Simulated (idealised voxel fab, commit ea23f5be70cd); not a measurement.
process module | voxel ribs on slabs
cross-section cut | 240 nm wide | cells 5 nm
A cross-section is a grid of square cells, given in bands from the top down. A band is one or more rows of cells.
Each band's line starts with the height of the band's top and of its bottom, in nm. Then come its materials from left to right, each with its width in nm. One material with "throughout" fills the band from edge to edge. "air" is empty space.
Height 0 is the level under which the wafer as received is all one material. The lowest band goes on downwards, as in "0 down".
A width such as "30 to 40" changes by the same amount from each row of cells to the next, from the band's top row to its bottom row.
"no change" after a step means that no cell of the cross-section changed.
closed voids: empty space of 8 cells or more with no open way to the top, each as width x height at its distance from the left edge, in nm
after a step's settings: what the simulator itself notes on the step
overlay nm, on a step with a mask: how far to the right of its planned place the mask lay; to the left if negative
plan
1 op RECEIVE | material Si
2 op DIRECTIONAL_DEP | material SiO2 | thk nm 30
3 op DIRECTIONAL_DEP | material SiN | thk nm 25
4 op DIRECTIONAL_DEP | material aC | thk nm 10
5 op PATTERN | tone cover | mask id RIB | material resist | width nm 25 | thk nm 25 | overlay nm 0
6 op DIRECTIONAL_ETCH | etch materials aC | depth nm 10
7 op STRIP | etch materials resist
8 op DIRECTIONAL_ETCH | etch materials SiN | depth nm 10
9 op STRIP | etch materials aC
10 op PATTERN | tone cover | mask id SLAB | material resist | width nm 85 | thk nm 20 | overlay nm 0
11 op DIRECTIONAL_ETCH | etch materials SiN | depth nm 15
12 op STRIP | etch materials resist
13 op FILL_DEP | material SiO2 | thk nm 30
14 op CMP | height nm 75
15 op DIRECTIONAL_DEP | material W | thk nm 10
16 op DIRECTIONAL_DEP | material aC | thk nm 15
17 op PATTERN | tone cover | mask id HEATER | material resist | width nm 35 | thk nm 35 | overlay nm 0
18 op DIRECTIONAL_ETCH | etch materials aC | depth nm 15
19 op STRIP | etch materials resist
20 op DIRECTIONAL_ETCH | etch materials W | depth nm 10
21 op STRIP | etch materials aC
22 op CONFORMAL_DEP | material SiN | thk nm 10
as received, after step 1
  0 down: Si throughout
  closed voids: none
a wafer at the end: this start, this plan, one mistake
  95 to 85: air 95 | SiN 45 | air 100
  85 to 75: SiN 105 | W 25 | SiN 110
  75 to 55: SiO2 throughout
  55 to 45: SiO2 105 | SiN 25 | SiO2 110
  45 to 30: SiO2 75 | SiN 85 | SiO2 80
  30 to 0: SiO2 throughout
  0 down: Si throughout
  closed voids: none
what went wrong: step 17 ran as: op PATTERN | tone cover | mask id HEATER | material resist | width nm 25 | thk nm 35 | overlay nm 0
